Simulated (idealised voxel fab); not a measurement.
process module | voxel wiring stack
cross-section cut | 255 nm wide | cells 5 nm
A cross-section is a grid of square cells, given in bands from the top down. A band is one or more rows of cells.
Each band's line starts with the height of the band's top and of its bottom, in nm. Then come its materials from left to right, each with its width in nm. One material with "throughout" fills the band from edge to edge. "air" is empty space.
Height 0 is the level under which the wafer as received is all one material. The lowest band goes on downwards, as in "0 down".
A width such as "30 to 40" changes by the same amount from each row of cells to the next, from the band's top row to its bottom row.
"no change" after a step means that no cell of the cross-section changed.
closed voids: empty space of 8 cells or more with no open way to the top, each as width x height at its distance from the left edge, in nm
after a step's settings: what the simulator itself notes on the step
overlay nm, on a step with a mask: how far to the right of its planned place the mask lay; to the left if negative
plan
1 op RECEIVE | material Si
2 op CONFORMAL_DEP | material SiO2 | thk nm 10
3 op DIRECTIONAL_DEP | material TiN | thk nm 5
4 op DIRECTIONAL_DEP | material Ru | thk nm 25
5 op PATTERN | tone cover | mask id METAL_1 | material resist | width nm 25 | pitch nm 55 | thk nm 15 | overlay nm 0
6 op DIRECTIONAL_ETCH | etch materials Ru | depth nm 25
7 op DIRECTIONAL_ETCH | etch materials TiN | depth nm 5
8 op STRIP | etch materials resist
9 op FILL_DEP | material SiO2 | thk nm 5
10 op CMP | height nm 40
11 op CONFORMAL_DEP | material SiCN | thk nm 5
12 op DIRECTIONAL_DEP | material lowk | thk nm 20
13 op MASKED_ETCH | tone open | mask id PLUG_1 | width nm 15 | pitch nm 55 | etch materials lowk | depth nm 20 | overlay nm 0
14 op MASKED_ETCH | tone open | mask id PLUG_1 | width nm 15 | pitch nm 55 | etch materials SiCN | depth nm 5 | overlay nm 0
15 op CONFORMAL_DEP | material TiN | thk nm 5
16 op FILL_DEP | material W | thk nm 5
17 op CMP | height nm 55
18 op CONFORMAL_DEP | material SiN | thk nm 5
19 op DIRECTIONAL_DEP | material lowk | thk nm 20
20 op MASKED_ETCH | tone open | mask id METAL_2 | width nm 25 | pitch nm 55 | etch materials lowk | depth nm 20 | overlay nm 0
21 op MASKED_ETCH | tone open | mask id METAL_2 | width nm 25 | pitch nm 55 | etch materials SiN | depth nm 5 | overlay nm 0
22 op CONFORMAL_DEP | material TiN | thk nm 5
23 op FILL_DEP | material Cu | thk nm 10
24 op CMP | height nm 90
25 op CONFORMAL_DEP | material SiCN | thk nm 5
varied across the wafers: height nm of step 17. The plan shows the first wafer's value. All wafers start alike
first wafer as received, after step 1
  0 down: Si throughout
  closed voids: none
first wafer at the end, after step 25
  95 to 90: SiCN throughout
  90 to 85: Cu throughout
  85 to 80: TiN 35 | Cu 15 | TiN 40 | Cu 15 | TiN 40 | Cu 15 | TiN 40 | Cu 15 | TiN 40
  80 to 60: lowk 30 | TiN 5 | Cu 15 | TiN 5 | lowk 30 | TiN 5 | Cu 15 | TiN 5 | lowk 30 | TiN 5 | Cu 15 | TiN 5 | lowk 30 | TiN 5 | Cu 15 | TiN 5 | lowk 35
  60 to 55: SiN 30 | TiN 25 | SiN 30 | TiN 25 | SiN 30 | TiN 25 | SiN 30 | TiN 25 | SiN 35
  55 to 45: lowk 30 | TiN 5 | W 5 | TiN 5 | lowk 40 | TiN 5 | W 5 | TiN 5 | lowk 40 | TiN 5 | W 5 | TiN 5 | lowk 40 | TiN 5 | W 5 | TiN 5 | lowk 45
  45 to 40: SiCN 30 | TiN 15 | SiCN 40 | TiN 15 | SiCN 40 | TiN 15 | SiCN 40 | TiN 15 | SiCN 45
  40 to 15: SiO2 30 | Ru 25 | SiO2 30 | Ru 25 | SiO2 30 | Ru 25 | SiO2 30 | Ru 25 | SiO2 35
  15 to 10: SiO2 30 | TiN 25 | SiO2 30 | TiN 25 | SiO2 30 | TiN 25 | SiO2 30 | TiN 25 | SiO2 35
  10 to 0: SiO2 throughout
  0 down: Si throughout
  closed voids: none
last wafer at the end
  95 to 90: SiCN throughout
  90 to 80: lowk 30 | TiN 5 | Cu 15 | TiN 5 | lowk 30 | TiN 5 | Cu 15 | TiN 5 | lowk 30 | TiN 5 | Cu 15 | TiN 5 | lowk 30 | TiN 5 | Cu 15 | TiN 5 | lowk 35
  80 to 75: SiN 30 | TiN 25 | SiN 30 | TiN 25 | SiN 30 | TiN 25 | SiN 30 | TiN 25 | SiN 35
  75 to 70: W throughout
  70 to 65: TiN 35 | W 5 | TiN 50 | W 5 | TiN 50 | W 5 | TiN 50 | W 5 | TiN 50
  65 to 45: lowk 30 | TiN 5 | W 5 | TiN 5 | lowk 40 | TiN 5 | W 5 | TiN 5 | lowk 40 | TiN 5 | W 5 | TiN 5 | lowk 40 | TiN 5 | W 5 | TiN 5 | lowk 45
  45 to 40: SiCN 30 | TiN 15 | SiCN 40 | TiN 15 | SiCN 40 | TiN 15 | SiCN 40 | TiN 15 | SiCN 45
  40 to 15: SiO2 30 | Ru 25 | SiO2 30 | Ru 25 | SiO2 30 | Ru 25 | SiO2 30 | Ru 25 | SiO2 35
  15 to 10: SiO2 30 | TiN 25 | SiO2 30 | TiN 25 | SiO2 30 | TiN 25 | SiO2 30 | TiN 25 | SiO2 35
  10 to 0: SiO2 throughout
  0 down: Si throughout
  closed voids: none
each wafer at the end: cells of each material gained (+) or lost (-) since it was received, then its closed voids
height nm 55 | +111 Cu | +100 Ru | +90 SiCN | +31 SiN | +288 SiO2 | +139 TiN | +8 W | +202 lowk | closed voids: none
height nm 60 | +60 Cu | +100 Ru | +90 SiCN | +31 SiN | +288 SiO2 | +147 TiN | +12 W | +241 lowk | closed voids: none
height nm 65 | +48 Cu | +100 Ru | +90 SiCN | +31 SiN | +288 SiO2 | +116 TiN | +16 W | +280 lowk | closed voids: none
height nm 70 | +36 Cu | +100 Ru | +90 SiCN | +31 SiN | +288 SiO2 | +155 TiN | +20 W | +249 lowk | closed voids: none
height nm 75 | +24 Cu | +100 Ru | +90 SiCN | +31 SiN | +288 SiO2 | +147 TiN | +71 W | +218 lowk | closed voids: none
